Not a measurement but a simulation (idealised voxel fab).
process module | voxel self aligned vias
cross-section cut | 215 nm wide | cells 5 nm
A cross-section is a grid of square cells, given in bands from the top down. A band is one or more rows of cells.
Each band's line starts with the height of the band's top and of its bottom, in nm. Then come its materials from left to right, each with its width in nm. One material with "throughout" fills the band from edge to edge. "air" is empty space.
Height 0 is the level under which the wafer as received is all one material. The lowest band goes on downwards, as in "0 down".
A width such as "30 to 40" changes by the same amount from each row of cells to the next, from the band's top row to its bottom row.
"no change" after a step means that no cell of the cross-section changed.
closed voids: empty space of 8 cells or more with no open way to the top, each as width x height at its distance from the left edge, in nm
after a step's settings: what the simulator itself notes on the step
overlay nm, on a step with a mask: how far to the right of its planned place the mask lay; to the left if negative
plan
1 op RECEIVE | material Si
2 op CONFORMAL_DEP | material SiO2 | thk nm 10
3 op CONFORMAL_DEP | material SiCN | thk nm 5
4 op DIRECTIONAL_DEP | material SiO2 | thk nm 20
5 op DIRECTIONAL_DEP | material aC | thk nm 15
6 op PATTERN | tone open | mask id LINES | material resist | width nm 20 | pitch nm 60 | thk nm 30 | overlay nm 0
7 op DIRECTIONAL_ETCH | etch materials aC | depth nm 15
8 op STRIP | etch materials resist
9 op DIRECTIONAL_ETCH | etch materials SiO2 | depth nm 20
10 op STRIP | etch materials aC
11 op CONFORMAL_DEP | material TiN | thk nm 5
12 op FILL_DEP | material W | thk nm 10
13 op CMP | height nm 35
14 op SELECTIVE_ETCH | etch materials W Ru TiN | depth nm 10
15 op FILL_DEP | material SiN | thk nm 10
16 op CMP | height nm 35
17 op DIRECTIONAL_DEP | material SiO2 | thk nm 15
18 op DIRECTIONAL_DEP | material aC | thk nm 10
19 op PATTERN | tone open | mask id VIAS | material resist | width nm 30 | thk nm 30 | overlay nm 0
20 op DIRECTIONAL_ETCH | etch materials aC | depth nm 10
21 op STRIP | etch materials resist
22 op DIRECTIONAL_ETCH | etch materials SiO2 | depth nm 15
23 op DIRECTIONAL_ETCH | etch materials SiN | depth nm 10
24 op STRIP | etch materials aC
25 op CONFORMAL_DEP | material TiN | thk nm 5
26 op FILL_DEP | material W | thk nm 5
27 op CMP | height nm 50
28 op CONFORMAL_DEP | material SiN | thk nm 5
as received, after step 1
  0 down: Si throughout
  closed voids: none
a wafer at the end: this start, this plan, one mistake
  55 to 50: SiN throughout
  50 to 35: SiO2 60 | TiN 5 | W 20 | TiN 5 | SiO2 125
  35 to 30: SiO2 60 | TiN 5 | W 20 | TiN 5 | SiO2 35 | SiN 20 | SiO2 70
  30 to 25: SiO2 60 | TiN 30 | SiO2 35 | SiN 20 | SiO2 70
  25 to 20: SiO2 60 | TiN 10 | W 10 | TiN 10 | SiO2 35 | TiN 5 | W 10 | TiN 5 | SiO2 70
  20 to 15: SiO2 65 | TiN 20 | SiO2 40 | TiN 20 | SiO2 70
  15 to 10: SiCN throughout
  10 to 0: SiO2 throughout
  0 down: Si throughout
  closed voids: none
what went wrong: step 22 was run twice
